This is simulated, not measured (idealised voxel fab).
The process module that follows is named voxel ribs on slabs.
Cross-section cut spans 175 nm and uses square cells 5 nm in size.
Throughout this document, each cross-section is represented as a grid of square cells and is presented as a sequence of bands enumerated from the top downward, where a band comprises one or more rows of cells.
Quick guide to a band line: top height, bottom height (nm) up front; then every material left to right with its width in nm. Only one material and it's marked "full width"? Then it fills the band edge to edge. And "empty" just means empty space.
It should be noted that heights are counted from 0, beneath which the wafer as supplied is of one material throughout, and that the lowest band possesses no lower boundary but continues downward, as written in "0 -> down".
A width given as "30 to 40" starts at the first number in the band's top row and ends at the second number in its bottom row, shifting by an equal amount at every step from row to row.
Reading "stayed the same" for a step: not a cell of the cross-section changed in it.
What "Closed void inventory" gives you is every empty space of 8 cells or more that is cut off from the top. Each appears as width x height at distance, with the distance taken from the left edge and width, height and distance all in nm.
Where a step's line continues beyond its settings, the continuation is a remark by the simulator itself on that step.
You can add "overlay nm" to a step's line. For a step with a mask, it describes how far the mask lay to the right of its planned position, and a negative number describes a lay to the left.
-- Process steps - plan
step 1: RECEIVE [material Si]
step 2: DIRECTIONAL_DEP [material SiO2] [thk nm 20]
step 3: DIRECTIONAL_DEP [material SiN] [thk nm 15]
step 4: DIRECTIONAL_DEP [material aC] [thk nm 10]
step 5: PATTERN [tone cover] [mask id RIB] [material resist] [width nm 25] [thk nm 25] [overlay nm 0]
step 6: DIRECTIONAL_ETCH [etch materials aC] [depth nm 10]
step 7: STRIP [etch materials resist]
step 8: DIRECTIONAL_ETCH [etch materials SiN] [depth nm 5]
step 9: STRIP [etch materials aC]
step 10: MASKED_ETCH [tone cover] [mask id SLAB] [width nm 85] [etch materials SiN] [depth nm 10] [overlay nm 0]
step 11: FILL_DEP [material SiO2] [thk nm 25]
step 12: CMP [height nm 50]
step 13: DIRECTIONAL_DEP [material W] [thk nm 5]
step 14: DIRECTIONAL_DEP [material aC] [thk nm 10]
step 15: PATTERN [tone cover] [mask id HEATER] [material resist] [width nm 35] [thk nm 25] [overlay nm -15]
step 16: DIRECTIONAL_ETCH [etch materials aC] [depth nm 10]
step 17: STRIP [etch materials resist]
step 18: DIRECTIONAL_ETCH [etch materials W] [depth nm 5]
step 19: STRIP [etch materials aC]
step 20: CONFORMAL_DEP [material SiO2] [thk nm 5]
The wafers are alike at the start. At step 15, their overlay nm differs. The plan lists the first wafer's value.
-- Here's the first of the wafers in cross-section, just as we got it, i.e. after step 1
0 -> down: Si full width
Closed void inventory: none
-- Each row below is a wafer at the end of the module, listing for every material the number of cells it has gained (+) or lost (-) since it was received, followed by its closed voids
overlay nm -15, +39 SiN, +348 SiO2, +7 W, Closed void inventory: none
overlay nm -10, +39 SiN, +348 SiO2, +7 W, Closed void inventory: none
overlay nm -5, +39 SiN, +348 SiO2, +7 W, Closed void inventory: none
overlay nm 0, +39 SiN, +348 SiO2, +7 W, Closed void inventory: none
overlay nm 5, +39 SiN, +348 SiO2, +7 W, Closed void inventory: none
overlay nm 10, +39 SiN, +348 SiO2, +7 W, Closed void inventory: none
overlay nm 15, +39 SiN, +348 SiO2, +7 W, Closed void inventory: none
